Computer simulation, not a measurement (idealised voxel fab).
Title: Process Module voxel fin reveal
Displayed cross-section: cut, width of 245 nm, square cells sized 5 nm.
Cross-section = grid of square cells, listed top down in bands; band = one or more rows. Quick guide to a band line: top height, bottom height (nm) up front; then every material left to right with its width in nm. Only one material and it's marked "edge to edge"? Then it fills the band edge to edge. And "air" just means empty space. Note: height 0 marks the level under which the wafer is uniformly one material as received. Lowest band unbounded below, written "0..down". The width entry "30 to 40" should be interpreted row by row: the top row of cells in the band takes the first number, the bottom row takes the second number, and the change between adjacent rows is uniform throughout. It should be understood that the words "nothing got changed", when stated for a given step, signify that the cross-section underwent no change in any of its cells during that step. For the entry "Trapped voids", the listed items are empty spaces with no open way to the top whose size is 8 cells or more; each item follows the pattern width x height at distance, where distance is from the left edge and all three are in nm. On each step's line, the part that comes after the settings is the simulator's own comment on the step. overlay nm: right-of-plan distance of the mask on a masked step; negative values mean left-of-plan.
SO HERE'S THE LINEUP OF PROCESS STEPS WE PLANNED
1) op RECEIVE | material Si
2) op CONFORMAL_DEP | material SiN | thk nm 5
3) op PATTERN | tone cover | mask id FINS | material resist | width nm 15 | pitch nm 35 | thk nm 20 | overlay nm 0
4) op DIRECTIONAL_ETCH | etch materials SiN | depth nm 5
5) op DIRECTIONAL_ETCH | etch materials Si | depth nm 40
6) op STRIP | etch materials resist
7) op OXIDIZE | depth nm 5
8) op FILL_DEP | material SiO2 | thk nm 15
9) op CMP | height nm 5
10) op SELECTIVE_ETCH | etch materials SiO2 | depth nm 20
11) op STRIP | etch materials SiN
AS RECEIVED (POST STEP 1): CROSS-SECTION
0..down: Si edge to edge
Trapped voids: none
FIRST WAFER OF TWO, SECTIONED AT END OF MODULE; RUN WENT PER PLAN
0..-15: air (85) | Si (5) | air (30) | Si (5) | air (30) | Si (5) | air (85)
-15..-45: SiO2 (85) | Si (5) | SiO2 (30) | Si (5) | SiO2 (30) | Si (5) | SiO2 (85)
-45..down: Si edge to edge
Trapped voids: none
MODULE END: CROSS-SECTION OF WAFER TWO OF TWO. SAME START AND PROCESS PLAN AS THE FIRST WAFER. ONE MISTAKE DURING EXECUTION
0..-15: air (85) | Si (5) | air (30) | Si (5) | air (30) | Si (5) | air (85)
-15..-20: SiO2 (60) | air (25) | Si (5) | air (30) | Si (5) | air (30) | Si (5) | air (25) | SiO2 (60)
-20..-45: SiO2 (85) | Si (5) | SiO2 (30) | Si (5) | SiO2 (30) | Si (5) | SiO2 (85)
-45..down: Si edge to edge
Trapped voids: none
Misprocessing identified: steps 10 and 11 of the plan were run in the wrong order, each in the other's place
Cell-count delta at end, second wafer over first, by material: 22 fewer of SiO2
